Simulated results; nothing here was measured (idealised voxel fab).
Title: Process Module voxel capacitor over wiring
Shown is cross-section cut, with a width of 215 nm and square cells of size 5 nm.
The cross-sections in this document take the form of a grid made of square cells. They are written out as bands, in order from top to bottom. Each band consists of one or more rows of cells.
Per band: top height and bottom height in nm, followed by the left-to-right materials and their widths in nm; "edge to edge" marks a single material spanning edge to edge, "empty" marks empty space.
Heights from 0 (as-received wafer is one material below). Bottom band endless downward, as "from 0 down".
Width: "30..40" (first number = top row, second number = bottom row, same change from row to row of cells).
It should be understood that the words "nothing altered", when stated for a given step, signify that the cross-section underwent no change in any of its cells during that step.
Closed-off voids of 8+ cells (no open route to the top) go in "Sealed voids", written width x height at distance from the left edge, in nm.
The remark found on a step's line after its settings is issued by the simulator itself and pertains to that step.
overlay nm: where the mask lay relative to plan, measured to the right, on steps with a mask; negatives go left.

# This section lists the process steps that were planned
1) RECEIVE,material Si
2) CONFORMAL_DEP,material SiO2,thk nm 10
3) DIRECTIONAL_DEP,material TiN,thk nm 5
4) DIRECTIONAL_DEP,material W,thk nm 15
5) PATTERN,tone cover,mask id METAL_1,material resist,width nm 25,pitch nm 95,thk nm 20,overlay nm -15
6) DIRECTIONAL_ETCH,etch materials W,depth nm 15
7) DIRECTIONAL_ETCH,etch materials TiN,depth nm 5
8) STRIP,etch materials resist
9) CONFORMAL_DEP,material SiN,thk nm 5
10) FILL_DEP,material lowk,thk nm 5
11) CMP,height nm 30
12) CONFORMAL_DEP,material SiCN,thk nm 5
13) DIRECTIONAL_DEP,material lowk,thk nm 10
14) PATTERN,tone open,mask id PLUG_1,material resist,width nm 15,thk nm 20,overlay nm 0
15) DIRECTIONAL_ETCH,etch materials lowk,depth nm 10
16) DIRECTIONAL_ETCH,etch materials SiCN,depth nm 5
17) STRIP,etch materials resist
18) CONFORMAL_DEP,material TiN,thk nm 5
19) FILL_DEP,material Ru,thk nm 10
20) CMP,height nm 45
21) DIRECTIONAL_DEP,material TiN,thk nm 10
22) DIRECTIONAL_DEP,material SiN,thk nm 5
23) DIRECTIONAL_DEP,material TiN,thk nm 5
24) MASKED_ETCH,tone cover,mask id UPPER_PLATE,width nm 75,etch materials TiN,depth nm 5,overlay nm 0
25) MASKED_ETCH,tone cover,mask id UPPER_PLATE,width nm 75,etch materials SiN,depth nm 5,overlay nm 0
26) DIRECTIONAL_DEP,material aC,thk nm 10
27) PATTERN,tone cover,mask id LOWER_PLATE,material resist,width nm 85,thk nm 30,overlay nm 0
28) DIRECTIONAL_ETCH,etch materials aC,depth nm 10
29) STRIP,etch materials resist
30) DIRECTIONAL_ETCH,etch materials TiN,depth nm 10
31) STRIP,etch materials aC
32) FILL_DEP,material SiO2,thk nm 15
33) CMP,height nm 75
34) PATTERN,tone open,mask id PLUG_2,material resist,width nm 15,thk nm 20,overlay nm 0
35) DIRECTIONAL_ETCH,etch materials SiO2,depth nm 10
36) STRIP,etch materials resist
37) CONFORMAL_DEP,material TiN,thk nm 5
38) FILL_DEP,material Ru,thk nm 5
39) CMP,height nm 75
40) CONFORMAL_DEP,material SiCN,thk nm 5
Wafer-to-wafer difference: overlay nm, step 5. Common start. Plan = first wafer's value.

# The first of several wafers as received, shown in cross-section; this is its state after step 1
> from 0 down  Si edge to edge
> Sealed voids: none

# Cross-section of the first of several wafers once the module has run through its last step, step 40
> from 80 to 75  SiCN edge to edge
> from 75 to 70  SiO2: 65; TiN: 5; Ru: 5; TiN: 5; SiO2: 135
> from 70 to 60  SiO2: 65..55; TiN: 15..75; SiO2: 135..85
> from 60 to 55  SiO2: 55; SiN: 75; SiO2: 85
> from 55 to 45  SiO2: 50; TiN: 85; SiO2: 80
> from 45 to 35  lowk: 55; TiN: 5; Ru: 5; TiN: 5; lowk: 145
> from 35 to 30  SiCN: 55; TiN: 15; SiCN: 145
> from 30 to 15  lowk: 25; SiN: 5; W: 25; SiN: 5; lowk: 60; SiN: 5; W: 25; SiN: 5; lowk: 60
> from 15 to 10  SiN: 30; TiN: 25; SiN: 70; TiN: 25; SiN: 65
> from 10 to 0  SiO2 edge to edge
> from 0 down  Si edge to edge
> Sealed voids: none

# Showing the last wafer in cross-section at the end of the module
> from 80 to 75  SiCN edge to edge
> from 75 to 70  SiO2: 65; TiN: 5; Ru: 5; TiN: 5; SiO2: 135
> from 70 to 60  SiO2: 65..55; TiN: 15..75; SiO2: 135..85
> from 60 to 55  SiO2: 55; SiN: 75; SiO2: 85
> from 55 to 45  SiO2: 50; TiN: 85; SiO2: 80
> from 45 to 35  lowk: 55; TiN: 5; Ru: 5; TiN: 5; lowk: 145
> from 35 to 30  SiCN: 55; TiN: 15; SiCN: 145
> from 30 to 15  lowk: 55; SiN: 5; W: 25; SiN: 5; lowk: 60; SiN: 5; W: 25; SiN: 5; lowk: 30
> from 15 to 10  SiN: 60; TiN: 25; SiN: 70; TiN: 25; SiN: 35
> from 10 to 0  SiO2 edge to edge
> from 0 down  Si edge to edge
> Sealed voids: none

# Below is a per-wafer table. In it, each row describes the wafer at the end of the module by giving, for each material, the number of cells gained (+) or lost (-) since the wafer was received, and after that the closed voids of the wafer
overlay nm -15; +3 Ru; +83 SiCN; +60 SiN; +274 SiO2; +71 TiN; +30 W; +167 lowk; Sealed voids: none
overlay nm -10; +3 Ru; +83 SiCN; +60 SiN; +274 SiO2; +71 TiN; +30 W; +167 lowk; Sealed voids: none
overlay nm -5; +3 Ru; +83 SiCN; +60 SiN; +274 SiO2; +71 TiN; +30 W; +167 lowk; Sealed voids: none
overlay nm 0; +3 Ru; +83 SiCN; +60 SiN; +274 SiO2; +71 TiN; +30 W; +167 lowk; Sealed voids: none
overlay nm 5; +3 Ru; +83 SiCN; +60 SiN; +274 SiO2; +71 TiN; +30 W; +167 lowk; Sealed voids: none
overlay nm 10; +3 Ru; +83 SiCN; +60 SiN; +274 SiO2; +71 TiN; +30 W; +167 lowk; Sealed voids: none
overlay nm 15; +3 Ru; +83 SiCN; +60 SiN; +274 SiO2; +71 TiN; +30 W; +167 lowk; Sealed voids: none
